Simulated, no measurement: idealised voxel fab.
Process module under the name voxel self aligned vias
cross-section cut | 220 nm wide | cells 5 nm
Heads up, the way a cross-section reads in here is a grid of square cells, handed over as bands from the top down, with every band being one or more rows of cells.
The entry gives the band's vertical extent as a top height and a bottom height in nm, then its horizontal make-up as materials from left to right, each with a width in nm. "blank" stands for empty space; a single material marked "edge to edge" fills the band edge to edge.
Zero point of the height axis is 0; under it, received wafer = one material. Lowest band: continues down indefinitely, "0 down".
Width: "30 to 40" (first number = top row, second number = bottom row, same change from row to row of cells).
Reading "no change occurred" for a step: not a cell of the cross-section changed in it.
So "Trapped void list" is basically the list of trapped voids: any empty space of 8 cells or more that can't reach the top through an opening. They're written width x height at distance, the distance being from the left edge, and it's all nm.
Read whatever lies past the settings on a step's line as the simulator's own remark about the step.
"overlay nm" denotes, for a step that has a mask, the displacement of the mask to the right of its planned place, with negative values corresponding to the left.

**So here's the lineup of process steps we planned**
1. RECEIVE: material Si
2. CONFORMAL_DEP: material SiO2, thk nm 15
3. CONFORMAL_DEP: material SiCN, thk nm 5
4. DIRECTIONAL_DEP: material SiO2, thk nm 25
5. DIRECTIONAL_DEP: material aC, thk nm 10
6. PATTERN: tone open, mask id LINES, material resist, width nm 30, pitch nm 70, thk nm 25, overlay nm 0
7. DIRECTIONAL_ETCH: etch materials aC, depth nm 10
8. STRIP: etch materials resist
9. DIRECTIONAL_ETCH: etch materials SiO2, depth nm 25
10. STRIP: etch materials aC
11. CONFORMAL_DEP: material TiN, thk nm 5
12. FILL_DEP: material Ru, thk nm 10
13. CMP: height nm 45
14. SELECTIVE_ETCH: etch materials W Ru TiN, depth nm 10
15. FILL_DEP: material SiN, thk nm 10
16. CMP: height nm 45
17. DIRECTIONAL_DEP: material SiO2, thk nm 15
18. MASKED_ETCH: tone open, mask id VIAS, width nm 50, pitch nm 70, etch materials SiO2, depth nm 15, overlay nm 0
19. MASKED_ETCH: tone open, mask id VIAS, width nm 50, pitch nm 70, etch materials SiN, depth nm 10, overlay nm 0
20. CONFORMAL_DEP: material TiN, thk nm 5
21. FILL_DEP: material Cu, thk nm 5
22. CMP: height nm 60
23. CONFORMAL_DEP: material SiCN, thk nm 5

**As received (post step 1): cross-section**
> 0 down  Si edge to edge
> Trapped void list: none

**a wafer at the end: this start, this plan, one mistake**
> 65 to 60  SiCN edge to edge
> 60 to 50  SiO2=50; TiN=5; Cu=40; TiN=5; SiO2=20; TiN=5; Cu=40; TiN=5; SiO2=50
> 50 to 40  SiO2=50 to 70; TiN=25 to 5; Cu=20; TiN=5; SiO2=20 to 40; TiN=25 to 5; Cu=20; TiN=5; SiO2=50
> 40 to 35  SiO2=70; TiN=30; SiO2=40; TiN=30; SiO2=50
> 35 to 25  SiO2=70; TiN=5; Ru=20; TiN=5; SiO2=40; TiN=5; Ru=20; TiN=5; SiO2=50
> 25 to 20  SiO2=70; TiN=30; SiO2=40; TiN=30; SiO2=50
> 20 to 15  SiCN edge to edge
> 15 to 0  SiO2 edge to edge
> 0 down  Si edge to edge
> Trapped void list: none
Plan not followed: step 6 went in with a setting other than planned; the actual run was PATTERN: tone open, mask id LINES, material resist, width nm 30, pitch nm 70, thk nm 25, overlay nm 10
